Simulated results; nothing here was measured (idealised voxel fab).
The document below concerns the process module designated voxel capacitor over wiring.
Pictured: cross-section cut, 190 nm wide, on a grid of 5 nm square cells.
Cross-section = grid of square cells, listed top down in bands; band = one or more rows. It is stipulated that each band's entry specify, in nanometres, the height of the top of the band and then that of its bottom, followed by the materials of the band in left-to-right sequence, each together with its width in nanometres. A single material marked by the word "all across" is understood to fill the band from edge to edge; the word "air" is understood to denote empty space. Height reference: 0 = level under which incoming wafer is all one material. Lowest band: no bottom, runs on downward, e.g. "0..down". A width such as "30->40" changes by the same amount from each row of cells to the next, from the band's top row to its bottom row. Where the words "nothing was modified" appear for a step, the cross-section shows no cell changed by that step; every cell remained as before. Each empty space that has no open way to the top and spans at least 8 cells appears under "Enclosed void entries" as width x height at distance, the distance counted from the left edge, all in nm. Read whatever lies past the settings on a step's line as the simulator's own remark about the step. overlay nm: for a step with a mask, the amount by which the mask lay right of where it was planned; a negative amount means left of it. So the way this works: pairs, before and after one process step. The after picture only goes down to the lowest band that actually changed, nothing below. Step and its settings are under each pair. And watch out, pairs might come from different runs of this module, same starting wafer though, so a pair only follows on from the one above if its "Pre-step section" entry tells you so.

PRE-STEP SECTION
> 115..105 | Cu all across
> 105..100 | TiN (65)  Cu (5)  TiN (120)
> 100..90 | SiO2 (60)  TiN (5)  Cu (5)  TiN (5)  SiO2 (115)
> 90..85 | SiO2 (60)  TiN (15)  SiO2 (115)
> 85..75 | SiO2 (50)  TiN (60)  SiO2 (80)
> 75..70 | SiO2 (50)  SiN (60)  SiO2 (80)
> 70..60 | SiO2 (45)  TiN (70)  SiO2 (75)
> 60..55 | SiCN (50)  TiN (15)  SiCN (125)
> 55..40 | lowk all across
> 40..15 | lowk (45)  W (20)  lowk (55)  W (20)  lowk (50)
> 15..10 | lowk (45)  TiN (20)  lowk (55)  TiN (20)  lowk (50)
> 10..0 | SiO2 all across
> 0..down | Si all across
> Enclosed void entries: none

RESULTANT CROSS-SECTION
> 100..90 | SiO2 (60)  TiN (5)  Cu (5)  TiN (5)  SiO2 (115)
> Everything below 90 is unchanged.
> Enclosed void entries: none
Which step turns the before cross-section above into the after cross-section? CMP [height nm 100]

Pre-step section: after-state, pair directly above.

RESULTANT CROSS-SECTION
> 105..100 | SiCN all across
> Everything below 100 is unchanged.
> Enclosed void entries: none
Which step turns the before cross-section above into the after cross-section? CONFORMAL_DEP [material SiCN] [thk nm 5]

PRE-STEP SECTION
> 115..105 | Cu all across
> 105..100 | TiN (65)  Cu (5)  TiN (120)
> 100..90 | SiO2 (60)  TiN (5)  Cu (5)  TiN (5)  SiO2 (115)
> 90..85 | SiO2 (60)  TiN (15)  SiO2 (115)
> 85..75 | SiO2 (50)  TiN (60)  SiO2 (80)
> 75..70 | SiO2 (50)  SiN (60)  SiO2 (80)
> 70..60 | SiO2 (45)  TiN (70)  SiO2 (75)
> 60..45 | lowk (50)  TiN (5)  Cu (5)  TiN (5)  lowk (125)
> 45..40 | SiCN (50)  TiN (15)  SiCN (125)
> 40..15 | lowk (45)  W (20)  lowk (55)  W (20)  lowk (50)
> 15..10 | lowk (45)  TiN (20)  lowk (55)  TiN (20)  lowk (50)
> 10..0 | SiO2 all across
> 0..down | Si all across
> Enclosed void entries: none

RESULTANT CROSS-SECTION
> 105..100 | TiN (65)  Cu (5)  TiN (120)
> Everything below 100 is unchanged.
> Enclosed void entries: none
Which step turns the before cross-section above into the after cross-section? CMP [height nm 105]

Pre-step section: after-state, pair directly above.

RESULTANT CROSS-SECTION
> 110..105 | SiCN all across
> Everything below 105 is unchanged.
> Enclosed void entries: none
Which step turns the before cross-section above into the after cross-section? CONFORMAL_DEP [material SiCN] [thk nm 5]

PRE-STEP SECTION
> 50..40 | aC all across
> 40..15 | W all across
> 15..10 | TiN all across
> 10..0 | SiO2 all across
> 0..down | Si all across
> Enclosed void entries: none

RESULTANT CROSS-SECTION
> 80..50 | air (40)  resist (30)  air (45)  resist (30)  air (45)
> Everything below 50 is unchanged.
> Enclosed void entries: none
Which step turns the before cross-section above into the after cross-section? PATTERN [tone cover] [mask id METAL_1] [material resist] [width nm 30] [pitch nm 75] [thk nm 30] [overlay nm 0]

Pre-step section: after-state, pair directly above.

RESULTANT CROSS-SECTION
> 70..50 | air (40)  resist (30)  air (45)  resist (30)  air (45)
> 50..40 | air (40)  aC (30)  air (45)  aC (30)  air (45)
> Everything below 40 is unchanged.
> Enclosed void entries: none
Which step turns the before cross-section above into the after cross-section? DIRECTIONAL_ETCH [etch materials aC] [depth nm 10]

Pre-step section: after-state, pair directly above.

RESULTANT CROSS-SECTION
> 50..40 | air (40)  aC (30)  air (45)  aC (30)  air (45)
> Everything below 40 is unchanged.
> Enclosed void entries: none
Which step turns the before cross-section above into the after cross-section? STRIP [etch materials resist]

Pre-step section: after-state, pair directly above.

RESULTANT CROSS-SECTION
> 50..40 | air (40)  aC (30)  air (45)  aC (30)  air (45)
> 40..15 | air (40)  W (30)  air (45)  W (30)  air (45)
> Everything below 15 is unchanged.
> Enclosed void entries: none
Which step turns the before cross-section above into the after cross-section? DIRECTIONAL_ETCH [etch materials W] [depth nm 25]

Pre-step section: after-state, pair directly above.

RESULTANT CROSS-SECTION
> 50..40 | air (40)  aC (30)  air (45)  aC (30)  air (45)
> 40..15 | air (40)  W (30)  air (45)  W (30)  air (45)
> 15..10 | air (40)  TiN (30)  air (45)  TiN (30)  air (45)
> Everything below 10 is unchanged.
> Enclosed void entries: none
Which step turns the before cross-section above into the after cross-section? DIRECTIONAL_ETCH [etch materials TiN] [depth nm 5]

Pre-step section: after-state, pair directly above.

RESULTANT CROSS-SECTION
> 40..15 | air (40)  W (30)  air (45)  W (30)  air (45)
> Everything below 15 is unchanged.
> Enclosed void entries: none
Which step turns the before cross-section above into the after cross-section? STRIP [etch materials aC]

Pre-step section: after-state, pair directly above.

RESULTANT CROSS-SECTION
> 50..40 | lowk all across
> 40..15 | lowk (40)  W (30)  lowk (45)  W (30)  lowk (45)
> 15..10 | lowk (40)  TiN (30)  lowk (45)  TiN (30)  lowk (45)
> Everything below 10 is unchanged.
> Enclosed void entries: none
Which step turns the before cross-section above into the after cross-section? FILL_DEP [material lowk] [thk nm 10]

Pre-step section: after-state, pair directly above.

RESULTANT CROSS-SECTION
> 40..15 | lowk (40)  W (30)  lowk (45)  W (30)  lowk (45)
> Everything below 15 is unchanged.
> Enclosed void entries: none
Which step turns the before cross-section above into the after cross-section? CMP [height nm 40]

Pre-step section: after-state, pair directly above.

RESULTANT CROSS-SECTION
> 45..40 | SiCN all across
> Everything below 40 is unchanged.
> Enclosed void entries: none
Which step turns the before cross-section above into the after cross-section? CONFORMAL_DEP [material SiCN] [thk nm 5]

Pre-step section: after-state, pair directly above.

RESULTANT CROSS-SECTION
> 60..45 | lowk all across
> Everything below 45 is unchanged.
> Enclosed void entries: none
Which step turns the before cross-section above into the after cross-section? DIRECTIONAL_DEP [material lowk] [thk nm 15]

Pre-step section: after-state, pair directly above.

RESULTANT CROSS-SECTION
> 60..45 | lowk (50)  air (15)  lowk (125)
> Everything below 45 is unchanged.
> Enclosed void entries: none
Which step turns the before cross-section above into the after cross-section? MASKED_ETCH [tone open] [mask id PLUG_1] [width nm 15] [etch materials lowk] [depth nm 15] [overlay nm 0]

Pre-step section: after-state, pair directly above.

RESULTANT CROSS-SECTION
> 60..45 | lowk (50)  air (15)  lowk (125)
> 45..40 | SiCN (50)  air (15)  SiCN (125)
> Everything below 40 is unchanged.
> Enclosed void entries: none
Which step turns the before cross-section above into the after cross-section? MASKED_ETCH [tone open] [mask id PLUG_1] [width nm 15] [etch materials SiCN] [depth nm 5] [overlay nm 0]

Pre-step section: after-state, pair directly above.

RESULTANT CROSS-SECTION
> 65..60 | TiN (55)  air (5)  TiN (130)
> 60..45 | lowk (50)  TiN (5)  air (5)  TiN (5)  lowk (125)
> 45..40 | SiCN (50)  TiN (15)  SiCN (125)
> Everything below 40 is unchanged.
> Enclosed void entries: none
Which step turns the before cross-section above into the after cross-section? CONFORMAL_DEP [material TiN] [thk nm 5]

Pre-step section: after-state, pair directly above.

RESULTANT CROSS-SECTION
> 70..65 | Cu all across
> 65..60 | TiN (55)  Cu (5)  TiN (130)
> 60..45 | lowk (50)  TiN (5)  Cu (5)  TiN (5)  lowk (125)
> Everything below 45 is unchanged.
> Enclosed void entries: none
Which step turns the before cross-section above into the after cross-section? FILL_DEP [material Cu] [thk nm 5]

Pre-step section: after-state, pair directly above.

RESULTANT CROSS-SECTION
> 60..45 | lowk (50)  TiN (5)  Cu (5)  TiN (5)  lowk (125)
> Everything below 45 is unchanged.
> Enclosed void entries: none
Which step turns the before cross-section above into the after cross-section? CMP [height nm 60]

Pre-step section: after-state, pair directly above.

RESULTANT CROSS-SECTION
> 70..60 | TiN all across
> Everything below 60 is unchanged.
> Enclosed void entries: none
Which step turns the before cross-section above into the after cross-section? DIRECTIONAL_DEP [material TiN] [thk nm 10]

Pre-step section: after-state, pair directly above.

RESULTANT CROSS-SECTION
> 75..70 | SiN all across
> Everything below 70 is unchanged.
> Enclosed void entries: none
Which step turns the before cross-section above into the after cross-section? DIRECTIONAL_DEP [material SiN] [thk nm 5]

Pre-step section: after-state, pair directly above.

RESULTANT CROSS-SECTION
> 85..75 | TiN all across
> Everything below 75 is unchanged.
> Enclosed void entries: none
Which step turns the before cross-section above into the after cross-section? DIRECTIONAL_DEP [material TiN] [thk nm 10]

Pre-step section: after-state, pair directly above.

RESULTANT CROSS-SECTION
> 100..85 | air (50)  resist (60)  air (80)
> Everything below 85 is unchanged.
> Enclosed void entries: none
Which step turns the before cross-section above into the after cross-section? PATTERN [tone cover] [mask id UPPER_PLATE] [material resist] [width nm 60] [thk nm 15] [overlay nm 0]

Pre-step section: after-state, pair directly above.

RESULTANT CROSS-SECTION
> 100..85 | air (50)  resist (60)  air (80)
> 85..75 | air (50)  TiN (60)  air (80)
> Everything below 75 is unchanged.
> Enclosed void entries: none
Which step turns the before cross-section above into the after cross-section? DIRECTIONAL_ETCH [etch materials TiN] [depth nm 10]

Pre-step section: after-state, pair directly above.

RESULTANT CROSS-SECTION
> 100..85 | air (50)  resist (60)  air (80)
> 85..75 | air (50)  TiN (60)  air (80)
> 75..70 | air (50)  SiN (60)  air (80)
> Everything below 70 is unchanged.
> Enclosed void entries: none
Which step turns the before cross-section above into the after cross-section? DIRECTIONAL_ETCH [etch materials SiN] [depth nm 5]

Pre-step section: after-state, pair directly above.

RESULTANT CROSS-SECTION
> 85..75 | air (50)  TiN (60)  air (80)
> Everything below 75 is unchanged.
> Enclosed void entries: none
Which step turns the before cross-section above into the after cross-section? STRIP [etch materials resist]

Pre-step section: after-state, pair directly above.

RESULTANT CROSS-SECTION
> 100..85 | air (45)  resist (70)  air (75)
> 85..75 | air (45)  resist (5)  TiN (60)  resist (5)  air (75)
> 75..70 | air (45)  resist (5)  SiN (60)  resist (5)  air (75)
> Everything below 70 is unchanged.
> Enclosed void entries: none
Which step turns the before cross-section above into the after cross-section? PATTERN [tone cover] [mask id LOWER_PLATE] [material resist] [width nm 70] [thk nm 15] [overlay nm 0]

Pre-step section: after-state, pair directly above.

RESULTANT CROSS-SECTION
> 100..85 | air (45)  resist (70)  air (75)
> 85..75 | air (45)  resist (5)  TiN (60)  resist (5)  air (75)
> 75..70 | air (45)  resist (5)  SiN (60)  resist (5)  air (75)
> 70..60 | air (45)  TiN (70)  air (75)
> Everything below 60 is unchanged.
> Enclosed void entries: none
Which step turns the before cross-section above into the after cross-section? DIRECTIONAL_ETCH [etch materials TiN] [depth nm 10]

Pre-step section: after-state, pair directly above.

RESULTANT CROSS-SECTION
> 85..75 | air (50)  TiN (60)  air (80)
> 75..70 | air (50)  SiN (60)  air (80)
> Everything below 70 is unchanged.
> Enclosed void entries: none
Which step turns the before cross-section above into the after cross-section? STRIP [etch materials resist]

Pre-step section: after-state, pair directly above.

RESULTANT CROSS-SECTION
> 105..85 | SiO2 all across
> 85..75 | SiO2 (50)  TiN (60)  SiO2 (80)
> 75..70 | SiO2 (50)  SiN (60)  SiO2 (80)
> 70..60 | SiO2 (45)  TiN (70)  SiO2 (75)
> Everything below 60 is unchanged.
> Enclosed void entries: none
Which step turns the before cross-section above into the after cross-section? FILL_DEP [material SiO2] [thk nm 20]

Pre-step section: after-state, pair directly above.

RESULTANT CROSS-SECTION
> 100..85 | SiO2 all across
> Everything below 85 is unchanged.
> Enclosed void entries: none
Which step turns the before cross-section above into the after cross-section? CMP [height nm 100]

Pre-step section: after-state, pair directly above.

RESULTANT CROSS-SECTION
> 100..85 | SiO2 (60)  air (15)  SiO2 (115)
> Everything below 85 is unchanged.
> Enclosed void entries: none
Which step turns the before cross-section above into the after cross-section? MASKED_ETCH [tone open] [mask id PLUG_2] [width nm 15] [etch materials SiO2] [depth nm 15] [overlay nm 0]

Pre-step section: after-state, pair directly above.

RESULTANT CROSS-SECTION
> 105..100 | TiN (65)  air (5)  TiN (120)
> 100..90 | SiO2 (60)  TiN (5)  air (5)  TiN (5)  SiO2 (115)
> 90..85 | SiO2 (60)  TiN (15)  SiO2 (115)
> Everything below 85 is unchanged.
> Enclosed void entries: none
Which step turns the before cross-section above into the after cross-section? CONFORMAL_DEP [material TiN] [thk nm 5]

Pre-step section: after-state, pair directly above.

RESULTANT CROSS-SECTION
> 115..105 | Cu all across
> 105..100 | TiN (65)  Cu (5)  TiN (120)
> 100..90 | SiO2 (60)  TiN (5)  Cu (5)  TiN (5)  SiO2 (115)
> Everything below 90 is unchanged.
> Enclosed void entries: none
Which step turns the before cross-section above into the after cross-section? FILL_DEP [material Cu] [thk nm 10]

Pre-step section: after-state, pair directly above.

RESULTANT CROSS-SECTION
> 100..90 | SiO2 (60)  TiN (5)  Cu (5)  TiN (5)  SiO2 (115)
> Everything below 90 is unchanged.
> Enclosed void entries: none
Which step turns the before cross-section above into the after cross-section? CMP [height nm 100]

Pre-step section: after-state, pair directly above.

RESULTANT CROSS-SECTION
> 105..100 | SiCN all across
> Everything below 100 is unchanged.
> Enclosed void entries: none
Which step turns the before cross-section above into the after cross-section? CONFORMAL_DEP [material SiCN] [thk nm 5]

PRE-STEP SECTION
> 85..75 | air (50)  TiN (60)  air (80)
> 75..70 | air (50)  SiN (60)  air (80)
> 70..60 | TiN all across
> 60..45 | lowk (50)  TiN (5)  Cu (5)  TiN (5)  lowk (125)
> 45..40 | SiCN (50)  TiN (15)  SiCN (125)
> 40..15 | lowk (45)  W (20)  lowk (55)  W (20)  lowk (50)
> 15..10 | lowk (45)  TiN (20)  lowk (55)  TiN (20)  lowk (50)
> 10..0 | SiO2 all across
> 0..down | Si all across
> Enclosed void entries: none

RESULTANT CROSS-SECTION
> 100..85 | air (40)  resist (70)  air (80)
> 85..75 | air (40)  resist (10)  TiN (60)  air (80)
> 75..70 | air (40)  resist (10)  SiN (60)  air (80)
> Everything below 70 is unchanged.
> Enclosed void entries: none
Which step turns the before cross-section above into the after cross-section? PATTERN [tone cover] [mask id LOWER_PLATE] [material resist] [width nm 70] [thk nm 15] [overlay nm -5]

Pre-step section: after-state, pair directly above.

RESULTANT CROSS-SECTION
> 100..85 | air (40)  resist (70)  air (80)
> 85..75 | air (40)  resist (10)  TiN (60)  air (80)
> 75..70 | air (40)  resist (10)  SiN (60)  air (80)
> 70..60 | air (40)  TiN (70)  air (80)
> Everything below 60 is unchanged.
> Enclosed void entries: none
Which step turns the before cross-section above into the after cross-section? DIRECTIONAL_ETCH [etch materials TiN] [depth nm 10]

Pre-step section: after-state, pair directly above.

RESULTANT CROSS-SECTION
> 85..75 | air (50)  TiN (60)  air (80)
> 75..70 | air (50)  SiN (60)  air (80)
> Everything below 70 is unchanged.
> Enclosed void entries: none
Which step turns the before cross-section above into the after cross-section? STRIP [etch materials resist]

Pre-step section: after-state, pair directly above.

RESULTANT CROSS-SECTION
> 105..85 | SiO2 all across
> 85..75 | SiO2 (50)  TiN (60)  SiO2 (80)
> 75..70 | SiO2 (50)  SiN (60)  SiO2 (80)
> 70..60 | SiO2 (40)  TiN (70)  SiO2 (80)
> Everything below 60 is unchanged.
> Enclosed void entries: none
Which step turns the before cross-section above into the after cross-section? FILL_DEP [material SiO2] [thk nm 20]

Pre-step section: after-state, pair directly above.

RESULTANT CROSS-SECTION
> 100..85 | SiO2 all across
> Everything below 85 is unchanged.
> Enclosed void entries: none
Which step turns the before cross-section above into the after cross-section? CMP [height nm 100]

Pre-step section: after-state, pair directly above.

RESULTANT CROSS-SECTION
> 100..85 | SiO2 (60)  air (15)  SiO2 (115)
> Everything below 85 is unchanged.
> Enclosed void entries: none
Which step turns the before cross-section above into the after cross-section? MASKED_ETCH [tone open] [mask id PLUG_2] [width nm 15] [etch materials SiO2] [depth nm 15] [overlay nm 0]

Pre-step section: after-state, pair directly above.

RESULTANT CROSS-SECTION
> 105..100 | TiN (65)  air (5)  TiN (120)
> 100..90 | SiO2 (60)  TiN (5)  air (5)  TiN (5)  SiO2 (115)
> 90..85 | SiO2 (60)  TiN (15)  SiO2 (115)
> Everything below 85 is unchanged.
> Enclosed void entries: none
Which step turns the before cross-section above into the after cross-section? CONFORMAL_DEP [material TiN] [thk nm 5]

Pre-step section: after-state, pair directly above.

RESULTANT CROSS-SECTION
> 115..105 | Cu all across
> 105..100 | TiN (65)  Cu (5)  TiN (120)
> 100..90 | SiO2 (60)  TiN (5)  Cu (5)  TiN (5)  SiO2 (115)
> Everything below 90 is unchanged.
> Enclosed void entries: none
Which step turns the before cross-section above into the after cross-section? FILL_DEP [material Cu] [thk nm 10]

Pre-step section: after-state, pair directly above.

RESULTANT CROSS-SECTION
> 100..90 | SiO2 (60)  TiN (5)  Cu (5)  TiN (5)  SiO2 (115)
> Everything below 90 is unchanged.
> Enclosed void entries: none
Which step turns the before cross-section above into the after cross-section? CMP [height nm 100]

Pre-step section: after-state, pair directly above.

RESULTANT CROSS-SECTION
> 105..100 | SiCN all across
> Everything below 100 is unchanged.
> Enclosed void entries: none
Which step turns the before cross-section above into the after cross-section? CONFORMAL_DEP [material SiCN] [thk nm 5]

PRE-STEP SECTION
> 105..100 | TiN (65)  air (5)  TiN (120)
> 100..90 | SiO2 (60)  TiN (5)  air (5)  TiN (5)  SiO2 (115)
> 90..85 | SiO2 (60)  TiN (15)  SiO2 (115)
> 85..75 | SiO2 (50)  TiN (60)  SiO2 (80)
> 75..70 | SiO2 (50)  SiN (60)  SiO2 (80)
> 70..60 | SiO2 (45)  TiN (70)  SiO2 (75)
> 60..45 | lowk (50)  TiN (5)  Cu (5)  TiN (5)  lowk (125)
> 45..40 | SiCN (50)  TiN (15)  SiCN (125)
> 40..15 | lowk (45)  W (20)  lowk (55)  W (20)  lowk (50)
> 15..10 | lowk (45)  TiN (20)  lowk (55)  TiN (20)  lowk (50)
> 10..0 | SiO2 all across
> 0..down | Si all across
> Enclosed void entries: none

RESULTANT CROSS-SECTION
> 115..105 | SiO2 all across
> 105..100 | TiN (65)  SiO2 (5)  TiN (120)
> 100..90 | SiO2 (60)  TiN (5)  SiO2 (5)  TiN (5)  SiO2 (115)
> Everything below 90 is unchanged.
> Enclosed void entries: none
Which step turns the before cross-section above into the after cross-section? FILL_DEP [material SiO2] [thk nm 10]

Pre-step section: after-state, pair directly above.

RESULTANT CROSS-SECTION
> 100..90 | SiO2 (60)  TiN (5)  SiO2 (5)  TiN (5)  SiO2 (115)
> Everything below 90 is unchanged.
> Enclosed void entries: none
Which step turns the before cross-section above into the after cross-section? CMP [height nm 100]

Pre-step section: after-state, pair directly above.

RESULTANT CROSS-SECTION
> 105..100 | SiCN all across
> Everything below 100 is unchanged.
> Enclosed void entries: none
Which step turns the before cross-section above into the after cross-section? CONFORMAL_DEP [material SiCN] [thk nm 5]

PRE-STEP SECTION
> 50..40 | aC all across
> 40..15 | W all across
> 15..10 | TiN all across
> 10..0 | SiO2 all across
> 0..down | Si all across
> Enclosed void entries: none

RESULTANT CROSS-SECTION
> 80..50 | resist (45)  air (20)  resist (55)  air (20)  resist (50)
> Everything below 50 is unchanged.
> Enclosed void entries: none
Which step turns the before cross-section above into the after cross-section? PATTERN [tone open] [mask id METAL_1] [material resist] [width nm 20] [pitch nm 75] [thk nm 30] [overlay nm 0]

Pre-step section: after-state, pair directly above.

RESULTANT CROSS-SECTION
> 70..50 | resist (45)  air (20)  resist (55)  air (20)  resist (50)
> 50..40 | aC (45)  air (20)  aC (55)  air (20)  aC (50)
> Everything below 40 is unchanged.
> Enclosed void entries: none
Which step turns the before cross-section above into the after cross-section? DIRECTIONAL_ETCH [etch materials aC] [depth nm 10]

Pre-step section: after-state, pair directly above.

RESULTANT CROSS-SECTION
> 50..40 | aC (45)  air (20)  aC (55)  air (20)  aC (50)
> Everything below 40 is unchanged.
> Enclosed void entries: none
Which step turns the before cross-section above into the after cross-section? STRIP [etch materials resist]

Pre-step section: after-state, pair directly above.

RESULTANT CROSS-SECTION
> 50..40 | aC (45)  air (20)  aC (55)  air (20)  aC (50)
> 40..15 | W (45)  air (20)  W (55)  air (20)  W (50)
> Everything below 15 is unchanged.
> Enclosed void entries: none
Which step turns the before cross-section above into the after cross-section? DIRECTIONAL_ETCH [etch materials W] [depth nm 25]

Pre-step section: after-state, pair directly above.

RESULTANT CROSS-SECTION
> 50..40 | aC (45)  air (20)  aC (55)  air (20)  aC (50)
> 40..15 | W (45)  air (20)  W (55)  air (20)  W (50)
> 15..10 | TiN (45)  air (20)  TiN (55)  air (20)  TiN (50)
> Everything below 10 is unchanged.
> Enclosed void entries: none
Which step turns the before cross-section above into the after cross-section? DIRECTIONAL_ETCH [etch materials TiN] [depth nm 5]

Pre-step section: after-state, pair directly above.

RESULTANT CROSS-SECTION
> 40..15 | W (45)  air (20)  W (55)  air (20)  W (50)
> Everything below 15 is unchanged.
> Enclosed void entries: none
Which step turns the before cross-section above into the after cross-section? STRIP [etch materials aC]

Pre-step section: after-state, pair directly above.

RESULTANT CROSS-SECTION
> 50..40 | lowk all across
> 40..15 | W (45)  lowk (20)  W (55)  lowk (20)  W (50)
> 15..10 | TiN (45)  lowk (20)  TiN (55)  lowk (20)  TiN (50)
> Everything below 10 is unchanged.
> Enclosed void entries: none
Which step turns the before cross-section above into the after cross-section? FILL_DEP [material lowk] [thk nm 10]

Pre-step section: after-state, pair directly above.

RESULTANT CROSS-SECTION
> 40..15 | W (45)  lowk (20)  W (55)  lowk (20)  W (50)
> Everything below 15 is unchanged.
> Enclosed void entries: none
Which step turns the before cross-section above into the after cross-section? CMP [height nm 40]

Pre-step section: after-state, pair directly above.

RESULTANT CROSS-SECTION
> 45..40 | SiCN all across
> Everything below 40 is unchanged.
> Enclosed void entries: none
Which step turns the before cross-section above into the after cross-section? CONFORMAL_DEP [material SiCN] [thk nm 5]

Pre-step section: after-state, pair directly above.

RESULTANT CROSS-SECTION
> 60..45 | lowk all across
> Everything below 45 is unchanged.
> Enclosed void entries: none
Which step turns the before cross-section above into the after cross-section? DIRECTIONAL_DEP [material lowk] [thk nm 15]

Pre-step section: after-state, pair directly above.

RESULTANT CROSS-SECTION
> 60..45 | lowk (50)  air (15)  lowk (125)
> Everything below 45 is unchanged.
> Enclosed void entries: none
Which step turns the before cross-section above into the after cross-section? MASKED_ETCH [tone open] [mask id PLUG_1] [width nm 15] [etch materials lowk] [depth nm 15] [overlay nm 0]

Pre-step section: after-state, pair directly above.

RESULTANT CROSS-SECTION
> 60..45 | lowk (50)  air (15)  lowk (125)
> 45..40 | SiCN (50)  air (15)  SiCN (125)
> Everything below 40 is unchanged.
> Enclosed void entries: none
Which step turns the before cross-section above into the after cross-section? MASKED_ETCH [tone open] [mask id PLUG_1] [width nm 15] [etch materials SiCN] [depth nm 5] [overlay nm 0]

Pre-step section: after-state, pair directly above.

RESULTANT CROSS-SECTION
> 65..60 | TiN (55)  air (5)  TiN (130)
> 60..45 | lowk (50)  TiN (5)  air (5)  TiN (5)  lowk (125)
> 45..40 | SiCN (50)  TiN (15)  SiCN (125)
> Everything below 40 is unchanged.
> Enclosed void entries: none
Which step turns the before cross-section above into the after cross-section? CONFORMAL_DEP [material TiN] [thk nm 5]

Pre-step section: after-state, pair directly above.

RESULTANT CROSS-SECTION
> 70..65 | Cu all across
> 65..60 | TiN (55)  Cu (5)  TiN (130)
> 60..45 | lowk (50)  TiN (5)  Cu (5)  TiN (5)  lowk (125)
> Everything below 45 is unchanged.
> Enclosed void entries: none
Which step turns the before cross-section above into the after cross-section? FILL_DEP [material Cu] [thk nm 5]

Pre-step section: after-state, pair directly above.

RESULTANT CROSS-SECTION
> 60..45 | lowk (50)  TiN (5)  Cu (5)  TiN (5)  lowk (125)
> Everything below 45 is unchanged.
> Enclosed void entries: none
Which step turns the before cross-section above into the after cross-section? CMP [height nm 60]

Pre-step section: after-state, pair directly above.

RESULTANT CROSS-SECTION
> 70..60 | TiN all across
> Everything below 60 is unchanged.
> Enclosed void entries: none
Which step turns the before cross-section above into the after cross-section? DIRECTIONAL_DEP [material TiN] [thk nm 10]

Pre-step section: after-state, pair directly above.

RESULTANT CROSS-SECTION
> 75..70 | SiN all across
> Everything below 70 is unchanged.
> Enclosed void entries: none
Which step turns the before cross-section above into the after cross-section? DIRECTIONAL_DEP [material SiN] [thk nm 5]

Pre-step section: after-state, pair directly above.

RESULTANT CROSS-SECTION
> 85..75 | TiN all across
> Everything below 75 is unchanged.
> Enclosed void entries: none
Which step turns the before cross-section above into the after cross-section? DIRECTIONAL_DEP [material TiN] [thk nm 10]

Pre-step section: after-state, pair directly above.

RESULTANT CROSS-SECTION
> 100..85 | air (50)  resist (60)  air (80)
> Everything below 85 is unchanged.
> Enclosed void entries: none
Which step turns the before cross-section above into the after cross-section? PATTERN [tone cover] [mask id UPPER_PLATE] [material resist] [width nm 60] [thk nm 15] [overlay nm 0]

Pre-step section: after-state, pair directly above.

RESULTANT CROSS-SECTION
> 100..85 | air (50)  resist (60)  air (80)
> 85..75 | air (50)  TiN (60)  air (80)
> Everything below 75 is unchanged.
> Enclosed void entries: none
Which step turns the before cross-section above into the after cross-section? DIRECTIONAL_ETCH [etch materials TiN] [depth nm 10]

Pre-step section: after-state, pair directly above.

RESULTANT CROSS-SECTION
> 100..85 | air (50)  resist (60)  air (80)
> 85..75 | air (50)  TiN (60)  air (80)
> 75..70 | air (50)  SiN (60)  air (80)
> Everything below 70 is unchanged.
> Enclosed void entries: none
Which step turns the before cross-section above into the after cross-section? DIRECTIONAL_ETCH [etch materials SiN] [depth nm 5]

Pre-step section: after-state, pair directly above.

RESULTANT CROSS-SECTION
> 85..75 | air (50)  TiN (60)  air (80)
> Everything below 75 is unchanged.
> Enclosed void entries: none
Which step turns the before cross-section above into the after cross-section? STRIP [etch materials resist]

Pre-step section: after-state, pair directly above.

RESULTANT CROSS-SECTION
> 100..85 | air (45)  resist (70)  air (75)
> 85..75 | air (45)  resist (5)  TiN (60)  resist (5)  air (75)
> 75..70 | air (45)  resist (5)  SiN (60)  resist (5)  air (75)
> Everything below 70 is unchanged.
> Enclosed void entries: none
Which step turns the before cross-section above into the after cross-section? PATTERN [tone cover] [mask id LOWER_PLATE] [material resist] [width nm 70] [thk nm 15] [overlay nm 0]

Pre-step section: after-state, pair directly above.

RESULTANT CROSS-SECTION
> 100..85 | air (45)  resist (70)  air (75)
> 85..75 | air (45)  resist (5)  TiN (60)  resist (5)  air (75)
> 75..70 | air (45)  resist (5)  SiN (60)  resist (5)  air (75)
> 70..60 | air (45)  TiN (70)  air (75)
> Everything below 60 is unchanged.
> Enclosed void entries: none
Which step turns the before cross-section above into the after cross-section? DIRECTIONAL_ETCH [etch materials TiN] [depth nm 10]

Pre-step section: after-state, pair directly above.

RESULTANT CROSS-SECTION
> 85..75 | air (50)  TiN (60)  air (80)
> 75..70 | air (50)  SiN (60)  air (80)
> Everything below 70 is unchanged.
> Enclosed void entries: none
Which step turns the before cross-section above into the after cross-section? STRIP [etch materials resist]

Pre-step section: after-state, pair directly above.

RESULTANT CROSS-SECTION
> 105..85 | SiO2 all across
> 85..75 | SiO2 (50)  TiN (60)  SiO2 (80)
> 75..70 | SiO2 (50)  SiN (60)  SiO2 (80)
> 70..60 | SiO2 (45)  TiN (70)  SiO2 (75)
> Everything below 60 is unchanged.
> Enclosed void entries: none
Which step turns the before cross-section above into the after cross-section? FILL_DEP [material SiO2] [thk nm 20]

Pre-step section: after-state, pair directly above.

RESULTANT CROSS-SECTION
> 100..85 | SiO2 all across
> Everything below 85 is unchanged.
> Enclosed void entries: none
Which step turns the before cross-section above into the after cross-section? CMP [height nm 100]

Pre-step section: after-state, pair directly above.

RESULTANT CROSS-SECTION
> 100..85 | SiO2 (60)  air (15)  SiO2 (115)
> Everything below 85 is unchanged.
> Enclosed void entries: none
Which step turns the before cross-section above into the after cross-section? MASKED_ETCH [tone open] [mask id PLUG_2] [width nm 15] [etch materials SiO2] [depth nm 15] [overlay nm 0]

Pre-step section: after-state, pair directly above.

RESULTANT CROSS-SECTION
> 105..100 | TiN (65)  air (5)  TiN (120)
> 100..90 | SiO2 (60)  TiN (5)  air (5)  TiN (5)  SiO2 (115)
> 90..85 | SiO2 (60)  TiN (15)  SiO2 (115)
> Everything below 85 is unchanged.
> Enclosed void entries: none
Which step turns the before cross-section above into the after cross-section? CONFORMAL_DEP [material TiN] [thk nm 5]

Pre-step section: after-state, pair directly above.

RESULTANT CROSS-SECTION
> 115..105 | Cu all across
> 105..100 | TiN (65)  Cu (5)  TiN (120)
> 100..90 | SiO2 (60)  TiN (5)  Cu (5)  TiN (5)  SiO2 (115)
> Everything below 90 is unchanged.
> Enclosed void entries: none
Which step turns the before cross-section above into the after cross-section? FILL_DEP [material Cu] [thk nm 10]

Pre-step section: after-state, pair directly above.

RESULTANT CROSS-SECTION
> 100..90 | SiO2 (60)  TiN (5)  Cu (5)  TiN (5)  SiO2 (115)
> Everything below 90 is unchanged.
> Enclosed void entries: none
Which step turns the before cross-section above into the after cross-section? CMP [height nm 100]

Pre-step section: after-state, pair directly above.

RESULTANT CROSS-SECTION
> 105..100 | SiCN all across
> Everything below 100 is unchanged.
> Enclosed void entries: none
Which step turns the before cross-section above into the after cross-section? CONFORMAL_DEP [material SiCN] [thk nm 5]
